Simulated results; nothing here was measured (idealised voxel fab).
Process module in this document: voxel ribs on slabs
Cross-section cut: width 300 nm, square cells of 5 nm.
Bands, listed from the top down, are how a cross-section gets written in this document; the cross-section itself is a grid of square cells, and a band is one or more rows of them.
In this notation a band is specified by the heights of its top and bottom, in that order and in nm, after which its materials appear from left to right, each paired with its width in nm. The word "all across" attached to a single material means that material fills the band from edge to edge; the word "air" stands for empty space.
Height reference: 0 = level under which incoming wafer is all one material. Lowest band: no bottom, runs on downward, e.g. "0..down".
A two-number width, for instance "30->40", indicates that the width is equal to the first number in the top row of the band and to the second number in the bottom row, and that it changes by a constant amount per row of cells.
Step note "no change occurred" = no cross-section cell changed.
Listed in "Closed void inventory": every empty space of 8 or more cells without an open way to the top. Form: width x height at distance, the distance being from the left edge, all in nm.
Past the settings on a step's line: simulator remark, on that step.
What "overlay nm" on a step's line means: if the step has a mask, that mask lay this far to the right of its planned place, or, when the value is negative, to the left.

Here's what the planned process steps look like
- 1: RECEIVE, material Si
- 2: DIRECTIONAL_DEP, material SiO2, thk nm 25
- 3: DIRECTIONAL_DEP, material polySi, thk nm 20
- 4: PATTERN, tone cover, mask id RIB, material resist, width nm 30, thk nm 15, overlay nm 0
- 5: DIRECTIONAL_ETCH, etch materials polySi, depth nm 15
- 6: STRIP, etch materials resist
- 7: PATTERN, tone cover, mask id SLAB, material resist, width nm 90, thk nm 20, overlay nm 0
- 8: DIRECTIONAL_ETCH, etch materials polySi, depth nm 5
- 9: STRIP, etch materials resist
- 10: FILL_DEP, material SiO2, thk nm 20
- 11: CMP, height nm 60
- 12: DIRECTIONAL_DEP, material W, thk nm 5
- 13: PATTERN, tone cover, mask id HEATER, material resist, width nm 40, thk nm 20, overlay nm 0
- 14: DIRECTIONAL_ETCH, etch materials W, depth nm 5
- 15: STRIP, etch materials resist
- 16: CONFORMAL_DEP, material SiN, thk nm 5

So this is the incoming wafer in cross-section - it's already been through step 1
* 0..down  Si all across
* Closed void inventory: none

Result of the module, cross-sectioned: start per above, plan per above, one error in how it was run
* 65..60  air=130, W=40, air=130
* 60..45  SiO2 all across
* 45..30  SiO2=135, polySi=30, SiO2=135
* 30..25  SiO2=105, polySi=90, SiO2=105
* 25..0  SiO2 all across
* 0..down  Si all across
* Closed void inventory: none
Which mistake was made when the wafer was run? plan step 16: skipped, not run
